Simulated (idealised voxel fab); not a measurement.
process module | voxel capacitor over wiring
cross-section cut | 275 nm wide | cells 5 nm
A cross-section is a grid of square cells, given in bands from the top down. A band is one or more rows of cells.
Each band's line starts with the height of the band's top and of its bottom, in nm. Then come its materials from left to right, each with its width in nm. One material with "throughout" fills the band from edge to edge. "air" is empty space.
Height 0 is the level under which the wafer as received is all one material. The lowest band goes on downwards, as in "0 down".
A width such as "30 to 40" changes by the same amount from each row of cells to the next, from the band's top row to its bottom row.
"no change" after a step means that no cell of the cross-section changed.
closed voids: empty space of 8 cells or more with no open way to the top, each as width x height at its distance from the left edge, in nm
after a step's settings: what the simulator itself notes on the step
overlay nm, on a step with a mask: how far to the right of its planned place the mask lay; to the left if negative
plan
1 op RECEIVE | material Si
2 op CONFORMAL_DEP | material SiO2 | thk nm 15
3 op CONFORMAL_DEP | material SiCN | thk nm 5
4 op DIRECTIONAL_DEP | material lowk | thk nm 25
5 op PATTERN | tone open | mask id METAL_1 | material resist | width nm 20 | pitch nm 80 | thk nm 15 | overlay nm 0
6 op DIRECTIONAL_ETCH | etch materials lowk | depth nm 25
7 op DIRECTIONAL_ETCH | etch materials SiCN | depth nm 5
8 op STRIP | etch materials resist
9 op CONFORMAL_DEP | material TiN | thk nm 5
10 op FILL_DEP | material W | thk nm 10
11 op CMP | height nm 45
12 op EPI | material Ru | thk nm 5
13 op FILL_DEP | material SiCN | thk nm 5
14 op DIRECTIONAL_DEP | material SiO2 | thk nm 10
15 op PATTERN | tone open | mask id PLUG_1 | material resist | width nm 15 | thk nm 15 | overlay nm 0
16 op DIRECTIONAL_ETCH | etch materials SiO2 | depth nm 10
17 op DIRECTIONAL_ETCH | etch materials SiCN | depth nm 5
18 op STRIP | etch materials resist
19 op CONFORMAL_DEP | material TiN | thk nm 5
20 op FILL_DEP | material W | thk nm 5
21 op CMP | height nm 65
22 op DIRECTIONAL_DEP | material TiN | thk nm 5
23 op DIRECTIONAL_DEP | material SiN | thk nm 5
24 op DIRECTIONAL_DEP | material TiN | thk nm 10
25 op DIRECTIONAL_DEP | material aC | thk nm 15
26 op PATTERN | tone cover | mask id UPPER_PLATE | material resist | width nm 65 | thk nm 30 | overlay nm 0
27 op DIRECTIONAL_ETCH | etch materials aC | depth nm 15
28 op STRIP | etch materials resist
29 op DIRECTIONAL_ETCH | etch materials TiN | depth nm 10
30 op DIRECTIONAL_ETCH | etch materials SiN | depth nm 5
31 op STRIP | etch materials aC
32 op PATTERN | tone cover | mask id LOWER_PLATE | material resist | width nm 75 | thk nm 15 | overlay nm 0
33 op DIRECTIONAL_ETCH | etch materials TiN | depth nm 5
34 op STRIP | etch materials resist
35 op FILL_DEP | material SiO2 | thk nm 15
36 op CMP | height nm 95
37 op MASKED_ETCH | tone open | mask id PLUG_2 | width nm 15 | etch materials SiO2 | depth nm 10 | overlay nm 0
38 op CONFORMAL_DEP | material TiN | thk nm 5
39 op FILL_DEP | material Ru | thk nm 5
40 op CMP | height nm 95
41 op CONFORMAL_DEP | material SiN | thk nm 5
as received, after step 1
  0 down: Si throughout
  closed voids: none
a wafer at the end: this start, this plan, one mistake
  100 to 95: SiN throughout
  95 to 90: TiN 105 | Ru 5 | TiN 165
  90 to 85: SiO2 100 | TiN 15 | SiO2 160
  85 to 75: SiO2 90 | TiN 65 | SiO2 120
  75 to 70: SiO2 90 | SiN 65 | SiO2 120
  70 to 65: SiO2 85 | TiN 75 | SiO2 115
  65 to 55: SiO2 90 | TiN 5 | W 5 | TiN 5 | SiO2 170
  55 to 50: SiCN 90 | TiN 15 | SiCN 170
  50 to 45: SiCN 80 | Ru 30 | SiCN 50 | Ru 30 | SiCN 85
  45 to 20: lowk 85 | TiN 5 | W 10 | TiN 5 | lowk 60 | TiN 5 | W 10 | TiN 5 | lowk 90
  20 to 15: SiCN 85 | TiN 20 | SiCN 60 | TiN 20 | SiCN 90
  15 to 0: SiO2 throughout
  0 down: Si throughout
  closed voids: none
what went wrong: step 36 ran as: op CMP | height nm 90
